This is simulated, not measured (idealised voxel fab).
This is a process module. Its name is voxel wiring stack.
The figure presents cross-section cut, which has a width of 240 nm and is divided into square cells with an edge length of 5 nm.
Bands, listed from the top down, are how a cross-section gets written in this document; the cross-section itself is a grid of square cells, and a band is one or more rows of them.
The entry gives the band's vertical extent as a top height and a bottom height in nm, then its horizontal make-up as materials from left to right, each with a width in nm. "empty" stands for empty space; a single material marked "full width" fills the band edge to edge.
Where do heights start? At 0: under that level the wafer as delivered is made of one material only. And the lowest band has no floor; it just carries on downward, as in "0 nm and below".
A two-number width, for instance "30 to 40", indicates that the width is equal to the first number in the top row of the band and to the second number in the bottom row, and that it changes by a constant amount per row of cells.
Step note "left unchanged" = no cross-section cell changed.
"Completely enclosed voids": sealed empty spaces, 8 cells or more, no open way to top, listed width x height at distance, with distance from the left edge and width, height and distance in nm.
Post-settings text on a step line: simulator's own remark regarding the step.
overlay nm: on a step with a mask, how far right of its planned place the mask lay; negative means left.
## Intended process steps
- 1: RECEIVE,material Si
- 2: CONFORMAL_DEP,material SiO2,thk nm 10
- 3: DIRECTIONAL_DEP,material TiN,thk nm 5
- 4: DIRECTIONAL_DEP,material Ru,thk nm 15
- 5: DIRECTIONAL_DEP,material aC,thk nm 10
- 6: PATTERN,tone cover,mask id METAL_1,material resist,width nm 20,pitch nm 50,thk nm 30,overlay nm 0
- 7: DIRECTIONAL_ETCH,etch materials aC,depth nm 10
- 8: STRIP,etch materials resist
- 9: DIRECTIONAL_ETCH,etch materials Ru,depth nm 15
- 10: DIRECTIONAL_ETCH,etch materials TiN,depth nm 5
- 11: STRIP,etch materials aC
- 12: CONFORMAL_DEP,material SiN,thk nm 5
- 13: FILL_DEP,material SiO2,thk nm 10
- 14: CMP,height nm 30
- 15: CONFORMAL_DEP,material SiCN,thk nm 5
- 16: DIRECTIONAL_DEP,material lowk,thk nm 10
- 17: PATTERN,tone open,mask id PLUG_1,material resist,width nm 15,pitch nm 50,thk nm 15,overlay nm 0
- 18: DIRECTIONAL_ETCH,etch materials lowk,depth nm 5
- 19: DIRECTIONAL_ETCH,etch materials SiCN,depth nm 5
- 20: STRIP,etch materials resist
- 21: EPI,material Ru,thk nm 10
- 22: EPI,material Ru,thk nm 5
- 23: CONFORMAL_DEP,material SiN,thk nm 5
- 24: DIRECTIONAL_DEP,material SiO2,thk nm 20
- 25: PATTERN,tone open,mask id METAL_2,material resist,width nm 20,pitch nm 50,thk nm 15,overlay nm 0
- 26: DIRECTIONAL_ETCH,etch materials SiO2,depth nm 20
- 27: DIRECTIONAL_ETCH,etch materials SiN,depth nm 5
- 28: STRIP,etch materials resist
- 29: CONFORMAL_DEP,material TiN,thk nm 5
- 30: FILL_DEP,material Cu,thk nm 5
- 31: CMP,height nm 70
- 32: EPI,material Ru,thk nm 5
- 33: FILL_DEP,material SiCN,thk nm 5
- 34: DIRECTIONAL_DEP,material SiO2,thk nm 15
- 35: MASKED_ETCH,tone open,mask id PLUG_2,width nm 15,pitch nm 50,etch materials SiO2,depth nm 15,overlay nm 0
- 36: MASKED_ETCH,tone open,mask id PLUG_2,width nm 15,pitch nm 50,etch materials SiCN,depth nm 5,overlay nm 0
- 37: EPI,material Ru,thk nm 10
- 38: EPI,material Ru,thk nm 10
- 39: DIRECTIONAL_DEP,material TiN,thk nm 5
- 40: DIRECTIONAL_DEP,material Ru,thk nm 25
- 41: MASKED_ETCH,tone cover,mask id METAL_3,width nm 20,pitch nm 50,etch materials Ru,depth nm 25,overlay nm 0
- 42: MASKED_ETCH,tone cover,mask id METAL_3,width nm 20,pitch nm 50,etch materials TiN,depth nm 5,overlay nm 0
- 43: FILL_DEP,material lowk,thk nm 5
- 44: CMP,height nm 125
- 45: CONFORMAL_DEP,material SiN,thk nm 5
Across this set of wafers, the varied parameter is the depth nm of step 18. Starting conditions are identical for every wafer, and the plan reports the value assigned to the first wafer.
## After step 1, as received: first of several wafers, cross-section
    0 nm and below | Si full width
    Completely enclosed voids: none
## Wafer rows, end of module: cells per material gained (+) or lost (-) since receipt; closed voids last
depth nm 5 | +24 Cu | +150 Ru | +117 SiCN | +144 SiN | +447 SiO2 | +63 TiN | +303 lowk | Completely enclosed voids: none
depth nm 10 | +24 Cu | +177 Ru | +108 SiCN | +138 SiN | +447 SiO2 | +60 TiN | +294 lowk | Completely enclosed voids: none
depth nm 15 | +24 Cu | +177 Ru | +108 SiCN | +138 SiN | +447 SiO2 | +60 TiN | +294 lowk | Completely enclosed voids: none
depth nm 20 | +24 Cu | +177 Ru | +108 SiCN | +138 SiN | +447 SiO2 | +60 TiN | +294 lowk | Completely enclosed voids: none
depth nm 25 | +24 Cu | +177 Ru | +108 SiCN | +138 SiN | +447 SiO2 | +60 TiN | +294 lowk | Completely enclosed voids: none
